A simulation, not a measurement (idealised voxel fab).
Name of the process module below: voxel transistor to metal
FYI the section here is cut, 295 nm wide, cells are 5 nm squares.
For the purposes of this document, a cross-section shall be understood as a grid of square cells, specified as bands listed in top-to-bottom order, each band consisting of one or more rows of cells.
Top, bottom (nm), then materials left to right with widths (nm); lone material tagged "full width" fills the whole band edge to edge; "empty" = empty space.
Heights are reckoned from 0. Under this level, the received wafer is all of one material. The bottommost band is open-ended downward, for example "0 nm and below".
The width entry "30->40" should be interpreted row by row: the top row of cells in the band takes the first number, the bottom row takes the second number, and the change between adjacent rows is uniform throughout.
Any step labelled "nothing altered" changed none of the cells in the cross-section.
Listed in "Closed void table": every empty space of 8 or more cells without an open way to the top. Form: width x height at distance, the distance being from the left edge, all in nm.
It should be noted that, on the line of a given step, the content following the step's settings is a remark produced by the simulator itself with respect to that step.
"overlay nm" denotes, for a step that has a mask, the displacement of the mask to the right of its planned place, with negative values corresponding to the left.

## The planned process steps are enumerated hereunder
- 1: RECEIVE, material Si
- 2: CONFORMAL_DEP, material SiO2, thk nm 5
- 3: CONFORMAL_DEP, material SiN, thk nm 10
- 4: DIRECTIONAL_DEP, material aC, thk nm 15
- 5: PATTERN, tone cover, mask id ACTIVE, material resist, width nm 115, pitch nm 145, thk nm 30, overlay nm 0
- 6: DIRECTIONAL_ETCH, etch materials aC, depth nm 15
- 7: STRIP, etch materials resist
- 8: DIRECTIONAL_ETCH, etch materials SiN, depth nm 10
- 9: DIRECTIONAL_ETCH, etch materials SiO2, depth nm 5
- 10: DIRECTIONAL_ETCH, etch materials Si, depth nm 30
- 11: STRIP, etch materials aC
- 12: OXIDIZE, depth nm 5
- 13: FILL_DEP, material SiO2, thk nm 5
- 14: CMP, height nm 15
- 15: SELECTIVE_ETCH, etch materials SiO2, depth nm 10
- 16: STRIP, etch materials SiN
- 17: SELECTIVE_ETCH, etch materials SiO2, depth nm 5
- 18: OXIDIZE, depth nm 5
- 19: DIRECTIONAL_DEP, material polySi, thk nm 20
- 20: DIRECTIONAL_DEP, material SiCN, thk nm 10
- 21: DIRECTIONAL_DEP, material aC, thk nm 15
- 22: PATTERN, tone cover, mask id GATE, material resist, width nm 25, pitch nm 145, thk nm 30, overlay nm 0
- 23: DIRECTIONAL_ETCH, etch materials aC, depth nm 15
- 24: STRIP, etch materials resist
- 25: DIRECTIONAL_ETCH, etch materials SiCN, depth nm 20
- 26: DIRECTIONAL_ETCH, etch materials polySi, depth nm 30
- 27: STRIP, etch materials aC
- 28: CONFORMAL_DEP, material SiN, thk nm 5
- 29: DIRECTIONAL_ETCH, etch materials SiN, depth nm 5
- 30: DIRECTIONAL_ETCH, etch materials SiO2, depth nm 5
- 31: DIRECTIONAL_ETCH, etch materials Si, depth nm 5
- 32: EPI, material pSi, thk nm 5
- 33: FILL_DEP, material SiO2, thk nm 5
- 34: CMP, height nm 20
- 35: STRIP, etch materials polySi
- 36: SELECTIVE_ETCH, etch materials SiO2, depth nm 5
- 37: CONFORMAL_DEP, material HfO2, thk nm 5
- 38: CONFORMAL_DEP, material TiN, thk nm 5
- 39: FILL_DEP, material W, thk nm 10
- 40: CMP, height nm 15
- 41: DIRECTIONAL_DEP, material SiO2, thk nm 10
- 42: PATTERN, tone open, mask id CONTACT, material resist, width nm 20, thk nm 15, overlay nm 0
- 43: DIRECTIONAL_ETCH, etch materials SiO2, depth nm 30
- 44: STRIP, etch materials resist
- 45: CONFORMAL_DEP, material TiN, thk nm 5
- 46: FILL_DEP, material W, thk nm 5
- 47: CMP, height nm 25
- 48: CONFORMAL_DEP, material SiN, thk nm 5
- 49: DIRECTIONAL_DEP, material lowk, thk nm 20
- 50: MASKED_ETCH, tone open, mask id METAL_1, width nm 20, etch materials lowk, depth nm 20, overlay nm 0
- 51: MASKED_ETCH, tone open, mask id METAL_1, width nm 20, etch materials SiN, depth nm 5, overlay nm 0
- 52: CONFORMAL_DEP, material TiN, thk nm 5
- 53: FILL_DEP, material Cu, thk nm 5
- 54: CMP, height nm 50
- 55: EPI, material Ru, thk nm 5
- 56: FILL_DEP, material SiCN, thk nm 5
- 57: DIRECTIONAL_DEP, material lowk, thk nm 25
- 58: MASKED_ETCH, tone open, mask id METAL_2_HOLES, width nm 15, pitch nm 145, etch materials lowk, depth nm 25, overlay nm 0
- 59: DIRECTIONAL_DEP, material aC, thk nm 15
- 60: PATTERN, tone open, mask id METAL_2, material resist, width nm 20, pitch nm 145, thk nm 35, overlay nm 0
- 61: DIRECTIONAL_ETCH, etch materials aC, depth nm 15
- 62: STRIP, etch materials resist
- 63: DIRECTIONAL_ETCH, etch materials lowk, depth nm 15
- 64: DIRECTIONAL_ETCH, etch materials SiCN, depth nm 5
- 65: STRIP, etch materials aC
- 66: CONFORMAL_DEP, material TiN, thk nm 5
- 67: FILL_DEP, material Cu, thk nm 10
- 68: CMP, height nm 85
- 69: CONFORMAL_DEP, material SiN, thk nm 5

## Here's what the wafer looked like in cross-section when it arrived - that's after step 1
0 nm and below | Si full width
Closed void table: none

## First of two wafers: cross-section at end of module, run per plan
90 nm to 85 nm | SiN full width
85 nm to 75 nm | lowk: 25 | TiN: 5 | Cu: 10 | TiN: 5 | lowk: 125 | TiN: 5 | Cu: 10 | TiN: 5 | lowk: 105
75 nm to 70 nm | lowk: 25 | TiN: 5 | Cu: 5 | TiN: 10 | lowk: 125 | TiN: 5 | Cu: 5 | TiN: 10 | lowk: 105
70 nm to 60 nm | lowk: 25 | TiN: 5 | Cu: 5 | TiN: 5 | lowk: 130 | TiN: 5 | Cu: 5 | TiN: 5 | lowk: 110
60 nm to 55 nm | SiCN: 25 | TiN: 15 | SiCN: 130 | TiN: 15 | SiCN: 110
55 nm to 50 nm | SiCN: 20 | Ru: 30 | SiCN: 45 | Ru: 30 | SiCN: 40 | Ru: 30 | SiCN: 45 | Ru: 30 | SiCN: 25
50 nm to 30 nm | lowk: 25 | TiN: 5 | Cu: 10 | TiN: 5 | lowk: 55 | TiN: 5 | Cu: 10 | TiN: 5 | lowk: 50 | TiN: 5 | Cu: 10 | TiN: 5 | lowk: 55 | TiN: 5 | Cu: 10 | TiN: 5 | lowk: 30
30 nm to 25 nm | SiN: 25 | TiN: 20 | SiN: 55 | TiN: 20 | SiN: 50 | TiN: 20 | SiN: 55 | TiN: 20 | SiN: 30
25 nm to 15 nm | SiO2: 25 | TiN: 5 | W: 10 | TiN: 5 | SiO2: 55 | TiN: 5 | W: 10 | TiN: 5 | SiO2: 50 | TiN: 5 | W: 10 | TiN: 5 | SiO2: 55 | TiN: 5 | W: 10 | TiN: 5 | SiO2: 30
15 nm to 5 nm | SiO2: 25 | TiN: 5 | W: 10 | TiN: 5 | SiO2: 10 | SiN: 5 | HfO2: 5 | TiN: 5 | W: 5 | TiN: 5 | HfO2: 5 | SiN: 5 | SiO2: 10 | TiN: 5 | W: 10 | TiN: 5 | SiO2: 50 | TiN: 5 | W: 10 | TiN: 5 | SiO2: 10 | SiN: 5 | HfO2: 5 | TiN: 5 | W: 5 | TiN: 5 | HfO2: 5 | SiN: 5 | SiO2: 10 | TiN: 5 | W: 10 | TiN: 5 | SiO2: 30
5 nm to 0 nm | SiO2: 25 | TiN: 5 | W: 10 | TiN: 5 | SiO2: 10 | SiN: 5 | HfO2: 5 | TiN: 15 | HfO2: 5 | SiN: 5 | SiO2: 10 | TiN: 5 | W: 10 | TiN: 5 | SiO2: 50 | TiN: 5 | W: 10 | TiN: 5 | SiO2: 10 | SiN: 5 | HfO2: 5 | TiN: 15 | HfO2: 5 | SiN: 5 | SiO2: 10 | TiN: 5 | W: 10 | TiN: 5 | SiO2: 30
0 nm to -5 nm | SiO2: 25 | TiN: 20 | SiO2: 5 | pSi: 5 | HfO2: 35 | pSi: 5 | SiO2: 5 | TiN: 20 | SiO2: 50 | TiN: 20 | SiO2: 5 | pSi: 5 | HfO2: 35 | pSi: 5 | SiO2: 5 | TiN: 20 | SiO2: 30
-5 nm to -10 nm | SiO2: 20 | pSi: 35 | Si: 35 | pSi: 35 | SiO2: 40 | pSi: 35 | Si: 35 | pSi: 35 | SiO2: 25
-10 nm to -35 nm | SiO2: 20 | Si: 105 | SiO2: 40 | Si: 105 | SiO2: 25
-35 nm and below | Si full width
Closed void table: none

## End-of-module cross-section of the second wafer: identical starting point and process plan to the first, with one processing mistake
90 nm to 85 nm | SiN full width
85 nm to 75 nm | lowk: 25 | TiN: 5 | Cu: 10 | TiN: 5 | lowk: 125 | TiN: 5 | Cu: 10 | TiN: 5 | lowk: 105
75 nm to 70 nm | lowk: 25 | TiN: 5 | Cu: 5 | TiN: 10 | lowk: 125 | TiN: 5 | Cu: 5 | TiN: 10 | lowk: 105
70 nm to 60 nm | lowk: 25 | TiN: 5 | Cu: 5 | TiN: 5 | lowk: 130 | TiN: 5 | Cu: 5 | TiN: 5 | lowk: 110
60 nm to 55 nm | SiCN: 25 | TiN: 15 | SiCN: 130 | TiN: 15 | SiCN: 110
55 nm to 50 nm | SiCN: 20 | Ru: 30 | SiCN: 45 | Ru: 30 | SiCN: 40 | Ru: 30 | SiCN: 45 | Ru: 30 | SiCN: 25
50 nm to 30 nm | lowk: 25 | TiN: 5 | Cu: 10 | TiN: 5 | lowk: 55 | TiN: 5 | Cu: 10 | TiN: 5 | lowk: 50 | TiN: 5 | Cu: 10 | TiN: 5 | lowk: 55 | TiN: 5 | Cu: 10 | TiN: 5 | lowk: 30
30 nm to 25 nm | SiN: 25 | TiN: 20 | SiN: 55 | TiN: 20 | SiN: 50 | TiN: 20 | SiN: 55 | TiN: 20 | SiN: 30
25 nm to 15 nm | SiO2: 30 | TiN: 5 | W: 5 | TiN: 5 | SiO2: 60 | TiN: 5 | W: 5 | TiN: 5 | SiO2: 55 | TiN: 5 | W: 5 | TiN: 5 | SiO2: 60 | TiN: 5 | W: 5 | TiN: 5 | SiO2: 30
15 nm to 5 nm | SiO2: 30 | TiN: 5 | W: 5 | TiN: 5 | SiO2: 10 | SiN: 5 | HfO2: 5 | TiN: 5 | W: 5 | TiN: 5 | HfO2: 5 | SiN: 5 | SiO2: 15 | TiN: 5 | W: 5 | TiN: 5 | SiO2: 55 | TiN: 5 | W: 5 | TiN: 5 | SiO2: 10 | SiN: 5 | HfO2: 5 | TiN: 5 | W: 5 | TiN: 5 | HfO2: 5 | SiN: 5 | SiO2: 15 | TiN: 5 | W: 5 | TiN: 5 | SiO2: 30
5 nm to 0 nm | SiO2: 30 | TiN: 5 | W: 5 | TiN: 5 | SiO2: 10 | SiN: 5 | HfO2: 5 | TiN: 15 | HfO2: 5 | SiN: 5 | SiO2: 15 | TiN: 5 | W: 5 | TiN: 5 | SiO2: 55 | TiN: 5 | W: 5 | TiN: 5 | SiO2: 10 | SiN: 5 | HfO2: 5 | TiN: 15 | HfO2: 5 | SiN: 5 | SiO2: 15 | TiN: 5 | W: 5 | TiN: 5 | SiO2: 30
0 nm to -5 nm | SiO2: 30 | TiN: 15 | SiO2: 5 | pSi: 5 | HfO2: 35 | pSi: 5 | SiO2: 10 | TiN: 15 | SiO2: 55 | TiN: 15 | SiO2: 5 | pSi: 5 | HfO2: 35 | pSi: 5 | SiO2: 10 | TiN: 15 | SiO2: 30
-5 nm to -10 nm | SiO2: 20 | pSi: 35 | Si: 35 | pSi: 35 | SiO2: 40 | pSi: 35 | Si: 35 | pSi: 35 | SiO2: 25
-10 nm to -35 nm | SiO2: 20 | Si: 105 | SiO2: 40 | Si: 105 | SiO2: 25
-35 nm and below | Si full width
Closed void table: none
Which mistake was made when the wafer was run? step 42 deviated from plan and actually ran as PATTERN, tone open, mask id CONTACT, material resist, width nm 15, thk nm 15, overlay nm 0
Upon completion, the second wafer contains, in terms of cells, a greater or smaller amount of certain materials than the first wafer: SiO2: 24 more, TiN: 4 fewer, W: 20 fewer
